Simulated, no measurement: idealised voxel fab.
The document below concerns the process module designated voxel gate over fins.
The cross-section shown here is cut; it is 230 nm wide and divided into square cells measuring 5 nm on a side.
Bands, listed from the top down, are how a cross-section gets written in this document; the cross-section itself is a grid of square cells, and a band is one or more rows of them. First you get the band's top height and its bottom height, in nm, and then the materials it's made of, left to right, with each width in nm. If you see a single material with "throughout", that one covers the band edge to edge. "blank" is empty space. Basically, 0 is our baseline, since under it the wafer straight out of the box is all one material. The bottom band has no lower end and keeps on going down, so it looks like "0 and below". Width: "30..40" (first number = top row, second number = bottom row, same change from row to row of cells). Given "left unchanged" for a step, no cell of the cross-section differs between before and after that step. "Enclosed void inventory": sealed empty spaces, 8 cells or more, no open way to top, listed width x height at distance, with distance from the left edge and width, height and distance in nm. That trailing text on a step's line, after the settings, is the simulator's own remark on the step. "overlay nm", when on a step's line for a step with a mask, measures how far to the right of its planned place the mask lay; a negative measure means to the left.
## Below is the list of planned process steps
| 1 | RECEIVE, material Si |
| 2 | CONFORMAL_DEP, material SiN, thk nm 5 |
| 3 | PATTERN, tone cover, mask id FINS, material resist, width nm 15, pitch nm 50, thk nm 20, overlay nm 0 |
| 4 | DIRECTIONAL_ETCH, etch materials SiN, depth nm 5 |
| 5 | DIRECTIONAL_ETCH, etch materials Si, depth nm 40 |
| 6 | STRIP, etch materials resist |
| 7 | FILL_DEP, material SiO2, thk nm 15 |
| 8 | CMP, height nm 5 |
| 9 | PATTERN, tone open, mask id RAIL, material resist, width nm 15, thk nm 20, overlay nm 0 |
| 10 | DIRECTIONAL_ETCH, etch materials SiO2, depth nm 40 |
| 11 | STRIP, etch materials resist |
| 12 | CONFORMAL_DEP, material TiN, thk nm 5 |
| 13 | FILL_DEP, material Ru, thk nm 5 |
| 14 | CMP, height nm 5 |
| 15 | SELECTIVE_ETCH, etch materials W Ru TiN, depth nm 25 |
| 16 | FILL_DEP, material SiO2, thk nm 5 |
| 17 | CMP, height nm 5 |
| 18 | SELECTIVE_ETCH, etch materials SiO2, depth nm 15 |
| 19 | STRIP, etch materials SiN |
| 20 | CONFORMAL_DEP, material HfO2, thk nm 5 |
| 21 | CONFORMAL_DEP, material TiN, thk nm 5 |
| 22 | FILL_DEP, material W, thk nm 10 |
| 23 | CMP, height nm 15 |
| 24 | CONFORMAL_DEP, material SiCN, thk nm 10 |
## Cross-sectional view of the wafer in its as-received condition, corresponding to the state after step 1
> 0 and below  Si throughout
> Enclosed void inventory: none
## Look at the cross-section after the module: the wafer started out the way shown above and the plan was the one shown above, yet one mistake was made along the way
> 25 down to 15  SiCN throughout
> 15 down to 5  W throughout
> 5 down to 0  50 W, then 25 TiN, then 25 W, then 25 TiN, then 25 W, then 25 TiN, then 55 W
> 0 down to -5  50 W, then 5 TiN, then 15 Si, then 5 TiN, then 25 W, then 5 TiN, then 15 Si, then 5 TiN, then 25 W, then 5 TiN, then 15 Si, then 5 TiN, then 55 W
> -5 down to -10  55 TiN, then 15 Si, then 35 TiN, then 15 Si, then 35 TiN, then 15 Si, then 60 TiN
> -10 down to -20  55 SiO2, then 15 Si, then 35 SiO2, then 15 Si, then 35 SiO2, then 15 Si, then 60 SiO2
> -20 down to -30  55 SiO2, then 15 Si, then 10 SiO2, then 5 TiN, then 5 Ru, then 5 TiN, then 10 SiO2, then 15 Si, then 35 SiO2, then 15 Si, then 60 SiO2
> -30 down to -35  55 SiO2, then 15 Si, then 10 SiO2, then 15 TiN, then 10 SiO2, then 15 Si, then 35 SiO2, then 15 Si, then 60 SiO2
> -35 down to -40  55 SiO2, then 15 Si, then 35 SiO2, then 15 Si, then 35 SiO2, then 15 Si, then 60 SiO2
> -40 and below  Si throughout
> Enclosed void inventory: none
So what did we get wrong on this run? step 20 of the plan never got run, it was skipped over
